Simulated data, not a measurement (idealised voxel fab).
This section sets out a process module, namely voxel wiring stack.
In the cross-section labelled cut, the width is 190 nm and each square cell is 5 nm.
When this document writes out a cross-section, it uses a grid of square cells and lists it as bands, beginning at the top and moving down, with a band standing for one or more rows of cells. It is stipulated that each band's entry specify, in nanometres, the height of the top of the band and then that of its bottom, followed by the materials of the band in left-to-right sequence, each together with its width in nanometres. A single material marked by the word "everywhere" is understood to fill the band from edge to edge; the word "air" is understood to denote empty space. It should be noted that heights are counted from 0, beneath which the wafer as supplied is of one material throughout, and that the lowest band possesses no lower boundary but continues downward, as written in "z 0 and below". A width such as "30->40" changes by the same amount from each row of cells to the next, from the band's top row to its bottom row. Where a step carries "all unchanged", the cross-section came out of it unchanged, cell for cell. Entry "Enclosed void catalog" = empty spaces >= 8 cells with no open way to the top; each as width x height at distance, distance from left edge, all nm. It should be noted that, on the line of a given step, the content following the step's settings is a remark produced by the simulator itself with respect to that step. A step's line can hold "overlay nm"; with a mask on that step, the setting says how far right of the planned place the mask lay, while a negative setting says it lay to the left.

HERE'S WHAT THE PLANNED PROCESS STEPS LOOK LIKE
1,RECEIVE (material Si)
2,CONFORMAL_DEP (material SiO2; thk nm 10)
3,CONFORMAL_DEP (material SiCN; thk nm 5)
4,DIRECTIONAL_DEP (material lowk; thk nm 20)
5,DIRECTIONAL_DEP (material aC; thk nm 15)
6,PATTERN (tone open; mask id METAL_1; material resist; width nm 25; pitch nm 55; thk nm 35; overlay nm 0)
7,DIRECTIONAL_ETCH (etch materials aC; depth nm 15)
8,STRIP (etch materials resist)
9,DIRECTIONAL_ETCH (etch materials lowk; depth nm 20)
10,DIRECTIONAL_ETCH (etch materials SiCN; depth nm 5)
11,STRIP (etch materials aC)
12,CONFORMAL_DEP (material TiN; thk nm 5)
13,FILL_DEP (material Cu; thk nm 5)
14,CMP (height nm 35)
15,CONFORMAL_DEP (material SiCN; thk nm 5)
16,DIRECTIONAL_DEP (material lowk; thk nm 10)
17,DIRECTIONAL_DEP (material aC; thk nm 10)
18,PATTERN (tone open; mask id PLUG_1; material resist; width nm 15; thk nm 30; overlay nm 0)
19,DIRECTIONAL_ETCH (etch materials aC; depth nm 10)
20,STRIP (etch materials resist)
21,DIRECTIONAL_ETCH (etch materials lowk; depth nm 10)
22,DIRECTIONAL_ETCH (etch materials SiCN; depth nm 5)
23,STRIP (etch materials aC)
24,EPI (material Ru; thk nm 10)
25,EPI (material Ru; thk nm 5)
26,DIRECTIONAL_DEP (material TiN; thk nm 5)
27,DIRECTIONAL_DEP (material Ru; thk nm 15)
28,DIRECTIONAL_DEP (material aC; thk nm 10)
29,PATTERN (tone cover; mask id METAL_2; material resist; width nm 25; pitch nm 55; thk nm 30; overlay nm 0)
30,DIRECTIONAL_ETCH (etch materials aC; depth nm 10)
31,STRIP (etch materials resist)
32,DIRECTIONAL_ETCH (etch materials Ru; depth nm 15)
33,DIRECTIONAL_ETCH (etch materials TiN; depth nm 5)
34,STRIP (etch materials aC)
35,CONFORMAL_DEP (material SiN; thk nm 5)
36,FILL_DEP (material SiO2; thk nm 10)
37,CMP (height nm 70)
38,CONFORMAL_DEP (material SiCN; thk nm 5)
39,DIRECTIONAL_DEP (material lowk; thk nm 30)
40,DIRECTIONAL_DEP (material aC; thk nm 15)
41,PATTERN (tone open; mask id METAL_3; material resist; width nm 25; pitch nm 55; thk nm 35; overlay nm 0)
42,DIRECTIONAL_ETCH (etch materials aC; depth nm 15)
43,STRIP (etch materials resist)
44,DIRECTIONAL_ETCH (etch materials lowk; depth nm 20)
45,STRIP (etch materials aC)
46,PATTERN (tone open; mask id METAL_3_HOLES; material resist; width nm 15; pitch nm 55; thk nm 15; overlay nm 0)
47,DIRECTIONAL_ETCH (etch materials lowk; depth nm 10)
48,DIRECTIONAL_ETCH (etch materials SiCN; depth nm 5)
49,STRIP (etch materials resist)
50,CONFORMAL_DEP (material TiN; thk nm 5)
51,FILL_DEP (material Ru; thk nm 5)
52,CMP (height nm 105)
53,CONFORMAL_DEP (material SiCN; thk nm 5)
54,DIRECTIONAL_DEP (material lowk; thk nm 25)
55,MASKED_ETCH (tone open; mask id METAL_4_HOLES; width nm 15; pitch nm 55; etch materials lowk; depth nm 25; overlay nm 0)
56,DIRECTIONAL_DEP (material aC; thk nm 10)
57,PATTERN (tone open; mask id METAL_4; material resist; width nm 25; pitch nm 55; thk nm 30; overlay nm 0)
58,DIRECTIONAL_ETCH (etch materials aC; depth nm 10)
59,STRIP (etch materials resist)
60,DIRECTIONAL_ETCH (etch materials lowk; depth nm 15)
61,DIRECTIONAL_ETCH (etch materials SiCN; depth nm 5)
62,STRIP (etch materials aC)
63,CONFORMAL_DEP (material TiN; thk nm 5)
64,FILL_DEP (material Cu; thk nm 10)
65,CMP (height nm 135)
66,CONFORMAL_DEP (material SiCN; thk nm 5)

AS RECEIVED (POST STEP 1): CROSS-SECTION
  z 0 and below = Si everywhere
  Enclosed void catalog: none

THIS IS HOW THE WAFER LOOKS IN CROSS-SECTION ONCE THE MODULE IS DONE, GIVEN THE STARTING STATE AND PLAN ABOVE AND ONE MISTAKE IN CARRYING THE PLAN OUT
  z 140 to 135 = SiCN everywhere
  z 135 to 125 = 55 lowk | 5 SiN | 15 Cu | 5 SiN | 30 lowk | 5 SiN | 15 Cu | 5 SiN | 55 lowk
  z 125 to 120 = 55 lowk | 5 SiN | 5 Cu | 15 SiN | 30 lowk | 5 SiN | 5 Cu | 15 SiN | 55 lowk
  z 120 to 110 = 55 lowk | 5 SiN | 5 Cu | 5 SiN | 40 lowk | 5 SiN | 5 Cu | 5 SiN | 65 lowk
  z 110 to 105 = 55 SiCN | 15 SiN | 40 SiCN | 15 SiN | 65 SiCN
  z 105 to 90 = 55 lowk | 5 TiN | 15 Ru | 5 TiN | 30 lowk | 5 TiN | 15 Ru | 5 TiN | 55 lowk
  z 90 to 85 = 55 lowk | 5 TiN | 5 Ru | 15 TiN | 30 lowk | 5 TiN | 5 Ru | 15 TiN | 55 lowk
  z 85 to 75 = 55 lowk | 5 TiN | 5 Ru | 5 TiN | 40 lowk | 5 TiN | 5 Ru | 5 TiN | 65 lowk
  z 75 to 70 = 55 SiCN | 15 TiN | 40 SiCN | 15 TiN | 65 SiCN
  z 70 to 55 = 50 SiO2 | 5 SiN | 25 Ru | 5 SiN | 20 SiO2 | 5 SiN | 25 Ru | 5 SiN | 50 SiO2
  z 55 to 50 = 55 SiN | 25 TiN | 30 SiN | 25 TiN | 55 SiN
  z 50 to 40 = 55 lowk | 15 Ru | 120 lowk
  z 40 to 35 = 55 SiCN | 15 Ru | 120 SiCN
  z 35 to 15 = 55 lowk | 5 TiN | 15 Cu | 5 TiN | 30 lowk | 5 TiN | 15 Cu | 5 TiN | 55 lowk
  z 15 to 10 = 55 SiCN | 25 TiN | 30 SiCN | 25 TiN | 55 SiCN
  z 10 to 0 = SiO2 everywhere
  z 0 and below = Si everywhere
  Enclosed void catalog: none
In executing the process, a mistake was made relative to the plan: note that step 63 departed from the planned setting and was carried out as CONFORMAL_DEP (material SiN; thk nm 5)
